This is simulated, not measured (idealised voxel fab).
process module | voxel self aligned vias
cross-section cut | 210 nm wide | cells 5 nm
A cross-section is a grid of square cells, given in bands from the top down. A band is one or more rows of cells.
Each band's line starts with the height of the band's top and of its bottom, in nm. Then come its materials from left to right, each with its width in nm. One material with "throughout" fills the band from edge to edge. "air" is empty space.
Height 0 is the level under which the wafer as received is all one material. The lowest band goes on downwards, as in "0 down".
A width such as "30 to 40" changes by the same amount from each row of cells to the next, from the band's top row to its bottom row.
"no change" after a step means that no cell of the cross-section changed.
closed voids: empty space of 8 cells or more with no open way to the top, each as width x height at its distance from the left edge, in nm
after a step's settings: what the simulator itself notes on the step
overlay nm, on a step with a mask: how far to the right of its planned place the mask lay; to the left if negative
plan
1 op RECEIVE | material Si
2 op CONFORMAL_DEP | material SiO2 | thk nm 10
3 op CONFORMAL_DEP | material SiCN | thk nm 5
4 op DIRECTIONAL_DEP | material lowk | thk nm 30
5 op PATTERN | tone open | mask id LINES | material resist | width nm 20 | pitch nm 55 | thk nm 15 | overlay nm 0
6 op DIRECTIONAL_ETCH | etch materials lowk | depth nm 30
7 op STRIP | etch materials resist
8 op CONFORMAL_DEP | material TiN | thk nm 5
9 op FILL_DEP | material W | thk nm 10
10 op CMP | height nm 45
11 op SELECTIVE_ETCH | etch materials W Ru TiN | depth nm 10
12 op FILL_DEP | material SiN | thk nm 5
13 op CMP | height nm 45
14 op DIRECTIONAL_DEP | material lowk | thk nm 20
15 op MASKED_ETCH | tone open | mask id VIAS | width nm 40 | etch materials lowk | depth nm 20 | overlay nm 0
16 op MASKED_ETCH | tone open | mask id VIAS | width nm 40 | etch materials SiN | depth nm 10 | overlay nm 0
17 op CONFORMAL_DEP | material TiN | thk nm 5
18 op FILL_DEP | material W | thk nm 10
19 op CMP | height nm 65
20 op CONFORMAL_DEP | material SiCN | thk nm 5
as received, after step 1
  0 down: Si throughout
  closed voids: none
a wafer at the end: this start, this plan, one mistake
  70 to 65: SiCN throughout
  65 to 50: lowk 65 | TiN 5 | W 30 | TiN 5 | lowk 105
  50 to 45: lowk 65 | TiN 5 | W 10 | TiN 25 | lowk 105
  45 to 40: lowk 65 | TiN 5 | W 10 | TiN 5 | lowk 35 | SiN 20 | lowk 70
  40 to 35: lowk 65 | TiN 20 | lowk 35 | SiN 20 | lowk 70
  35 to 20: lowk 65 | TiN 5 | W 10 | TiN 5 | lowk 35 | TiN 5 | W 10 | TiN 5 | lowk 70
  20 to 15: lowk 65 | TiN 20 | lowk 35 | TiN 20 | lowk 70
  15 to 10: SiCN throughout
  10 to 0: SiO2 throughout
  0 down: Si throughout
  closed voids: none
what went wrong: step 15 ran as: op MASKED_ETCH | tone open | mask id VIAS | width nm 40 | etch materials lowk | depth nm 20 | overlay nm 10
